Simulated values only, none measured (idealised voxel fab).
process module | voxel self aligned vias
cross-section cut | 220 nm wide | cells 5 nm
A cross-section is a grid of square cells, given in bands from the top down. A band is one or more rows of cells.
Each band's line starts with the height of the band's top and of its bottom, in nm. Then come its materials from left to right, each with its width in nm. One material with "throughout" fills the band from edge to edge. "air" is empty space.
Height 0 is the level under which the wafer as received is all one material. The lowest band goes on downwards, as in "0 down".
A width such as "30 to 40" changes by the same amount from each row of cells to the next, from the band's top row to its bottom row.
"no change" after a step means that no cell of the cross-section changed.
closed voids: empty space of 8 cells or more with no open way to the top, each as width x height at its distance from the left edge, in nm
after a step's settings: what the simulator itself notes on the step
overlay nm, on a step with a mask: how far to the right of its planned place the mask lay; to the left if negative
plan
1 op RECEIVE | material Si
2 op CONFORMAL_DEP | material SiO2 | thk nm 10
3 op CONFORMAL_DEP | material SiCN | thk nm 5
4 op DIRECTIONAL_DEP | material SiO2 | thk nm 20
5 op MASKED_ETCH | tone open | mask id LINES | width nm 25 | pitch nm 65 | etch materials SiO2 | depth nm 20 | overlay nm 0
6 op CONFORMAL_DEP | material TiN | thk nm 5
7 op FILL_DEP | material W | thk nm 10
8 op CMP | height nm 35
9 op SELECTIVE_ETCH | etch materials W Ru TiN | depth nm 5
10 op FILL_DEP | material SiN | thk nm 5
11 op CMP | height nm 35
12 op DIRECTIONAL_DEP | material SiO2 | thk nm 15
13 op MASKED_ETCH | tone open | mask id VIAS | width nm 35 | etch materials SiO2 | depth nm 15 | overlay nm 0
14 op MASKED_ETCH | tone open | mask id VIAS | width nm 35 | etch materials SiN | depth nm 5 | overlay nm 0
15 op CONFORMAL_DEP | material TiN | thk nm 5
16 op FILL_DEP | material Cu | thk nm 5
17 op CMP | height nm 50
18 op CONFORMAL_DEP | material SiCN | thk nm 5
first wafer, as planned
as received, after step 1
  0 down: Si throughout
  closed voids: none
after step 2
  10 to 0: SiO2 throughout
  below 0: unchanged
after step 3
  15 to 10: SiCN throughout
  below 10: unchanged
after step 4
  35 to 15: SiO2 throughout
  below 15: unchanged
after step 5
  35 to 15: SiO2 65 | air 25 | SiO2 40 | air 25 | SiO2 65
  below 15: unchanged
after step 6
  40 to 35: TiN 70 | air 15 | TiN 50 | air 15 | TiN 70
  35 to 20: SiO2 65 | TiN 5 | air 15 | TiN 5 | SiO2 40 | TiN 5 | air 15 | TiN 5 | SiO2 65
  20 to 15: SiO2 65 | TiN 25 | SiO2 40 | TiN 25 | SiO2 65
  below 15: unchanged
after step 7
  50 to 40: W throughout
  40 to 35: TiN 70 | W 15 | TiN 50 | W 15 | TiN 70
  35 to 20: SiO2 65 | TiN 5 | W 15 | TiN 5 | SiO2 40 | TiN 5 | W 15 | TiN 5 | SiO2 65
  below 20: unchanged
after step 8
  35 to 20: SiO2 65 | TiN 5 | W 15 | TiN 5 | SiO2 40 | TiN 5 | W 15 | TiN 5 | SiO2 65
  below 20: unchanged
after step 9
  35 to 30: SiO2 65 | air 25 | SiO2 40 | air 25 | SiO2 65
  below 30: unchanged
after step 10
  40 to 35: SiN throughout
  35 to 30: SiO2 65 | SiN 25 | SiO2 40 | SiN 25 | SiO2 65
  below 30: unchanged
after step 11
  35 to 30: SiO2 65 | SiN 25 | SiO2 40 | SiN 25 | SiO2 65
  below 30: unchanged
after step 12
  50 to 35: SiO2 throughout
  below 35: unchanged
after step 13
  50 to 35: SiO2 60 | air 35 | SiO2 125
  below 35: unchanged
after step 14
  50 to 35: SiO2 60 | air 35 | SiO2 125
  35 to 30: SiO2 65 | air 25 | SiO2 40 | SiN 25 | SiO2 65
  below 30: unchanged
after step 15
  55 to 50: TiN 65 | air 25 | TiN 130
  50 to 40: SiO2 60 | TiN 5 | air 25 | TiN 5 | SiO2 125
  40 to 35: SiO2 60 | TiN 10 | air 15 | TiN 10 | SiO2 125
  35 to 30: SiO2 65 | TiN 25 | SiO2 40 | SiN 25 | SiO2 65
  below 30: unchanged
after step 16
  60 to 55: Cu throughout
  55 to 50: TiN 65 | Cu 25 | TiN 130
  50 to 40: SiO2 60 | TiN 5 | Cu 25 | TiN 5 | SiO2 125
  40 to 35: SiO2 60 | TiN 10 | Cu 15 | TiN 10 | SiO2 125
  below 35: unchanged
after step 17
  50 to 40: SiO2 60 | TiN 5 | Cu 25 | TiN 5 | SiO2 125
  below 40: unchanged
after step 18
  55 to 50: SiCN throughout
  below 50: unchanged
second wafer: like start, like plan, one mistake. Through step 12 it matches the first wafer
when step 13 should have ended
  50 to 35: SiO2 50 | air 35 | SiO2 135
  below 35: unchanged
when step 14 should have ended
  50 to 35: SiO2 50 | air 35 | SiO2 135
  35 to 30: SiO2 65 | air 20 | SiN 5 | SiO2 40 | SiN 25 | SiO2 65
  below 30: unchanged
when step 15 should have ended
  55 to 50: TiN 55 | air 25 | TiN 140
  50 to 40: SiO2 50 | TiN 5 | air 25 | TiN 5 | SiO2 135
  40 to 35: SiO2 50 | TiN 20 | air 10 | TiN 5 | SiO2 135
  35 to 30: SiO2 65 | TiN 20 | SiN 5 | SiO2 40 | SiN 25 | SiO2 65
  below 30: unchanged
when step 16 should have ended
  60 to 55: Cu throughout
  55 to 50: TiN 55 | Cu 25 | TiN 140
  50 to 40: SiO2 50 | TiN 5 | Cu 25 | TiN 5 | SiO2 135
  40 to 35: SiO2 50 | TiN 20 | Cu 10 | TiN 5 | SiO2 135
  below 35: unchanged
when step 17 should have ended
  50 to 40: SiO2 50 | TiN 5 | Cu 25 | TiN 5 | SiO2 135
  below 40: unchanged
when step 18 should have ended
  55 to 50: SiCN throughout
  below 50: unchanged
what went wrong: step 13 ran as: op MASKED_ETCH | tone open | mask id VIAS | width nm 35 | etch materials SiO2 | depth nm 15 | overlay nm -10
at the end the second wafer has, in cells: 1 fewer of Cu | 1 more of SiN
